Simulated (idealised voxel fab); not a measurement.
Process module under the name voxel ribs on slabs
280 nm wide, 5 nm square cells: that's cross-section cut.
Cross-section format: a grid of square cells, given as bands from top to bottom; each band is one or more rows of cells. The band entry comprises the height of the band's top followed by the height of its bottom, expressed in nm, and subsequently the band's materials from left to right, each stated together with its width in nm. Where a single material is marked with the word "all across", that material fills the band from edge to edge. The word "blank" represents empty space. Counting heights begins at 0, where everything beneath is, in the wafer as received, one material. The lowest band has no bottom; it goes on downwards, as "0 nm and below" shows. When a width is written as two numbers, as in "30->40", the first number is the width in the top row of cells of the band and the second is the width in its bottom row, and the width changes by the same amount from each row to the next. "nothing changed", as given for a step, is the statement that not any cell of the cross-section underwent a change during that step. Closed empty spaces (no open way to the top) of 8 cells or more are what "Trapped cavities" lists, each as width x height at distance from the left edge, nm for all three. Note: text after step settings on the step line = simulator remark on that step. Each step line may optionally specify "overlay nm", which for a step with a mask gives the rightward distance between the mask's planned place and where it lay, a negative value indicating the leftward direction.
**The following list gives the planned process steps**
1. RECEIVE with material Si
2. DIRECTIONAL_DEP with material SiO2, thk nm 25
3. DIRECTIONAL_DEP with material polySi, thk nm 15
4. DIRECTIONAL_DEP with material aC, thk nm 10
5. PATTERN with tone cover, mask id RIB, material resist, width nm 15, thk nm 30, overlay nm 0
6. DIRECTIONAL_ETCH with etch materials aC, depth nm 10
7. STRIP with etch materials resist
8. DIRECTIONAL_ETCH with etch materials polySi, depth nm 10
9. STRIP with etch materials aC
10. MASKED_ETCH with tone cover, mask id SLAB, width nm 45, etch materials polySi, depth nm 5, overlay nm 0
11. FILL_DEP with material SiO2, thk nm 15
12. CMP with height nm 50
13. DIRECTIONAL_DEP with material TiN, thk nm 5
14. MASKED_ETCH with tone cover, mask id HEATER, width nm 25, etch materials TiN, depth nm 5, overlay nm 0
15. CONFORMAL_DEP with material SiO2, thk nm 10
**As-received state of the wafer in cross-section, equivalent to post-step 1**
- 0 nm and below: Si all across
- Trapped cavities: none
**This is how the wafer looks in cross-section once the module is done, given the starting state and plan above and one mistake in carrying the plan out**
- 65 nm to 60 nm: 115 nm blank; 45 nm SiO2; 120 nm blank
- 60 nm to 55 nm: SiO2 all across
- 55 nm to 50 nm: 125 nm SiO2; 25 nm TiN; 130 nm SiO2
- 50 nm to 40 nm: SiO2 all across
- 40 nm to 30 nm: 130 nm SiO2; 15 nm polySi; 135 nm SiO2
- 30 nm to 25 nm: 115 nm SiO2; 45 nm polySi; 120 nm SiO2
- 25 nm to 0 nm: TiN all across
- 0 nm and below: Si all across
- Trapped cavities: none
Misprocessing identified: step 2 went in with a setting other than planned; the actual run was DIRECTIONAL_DEP with material TiN, thk nm 25
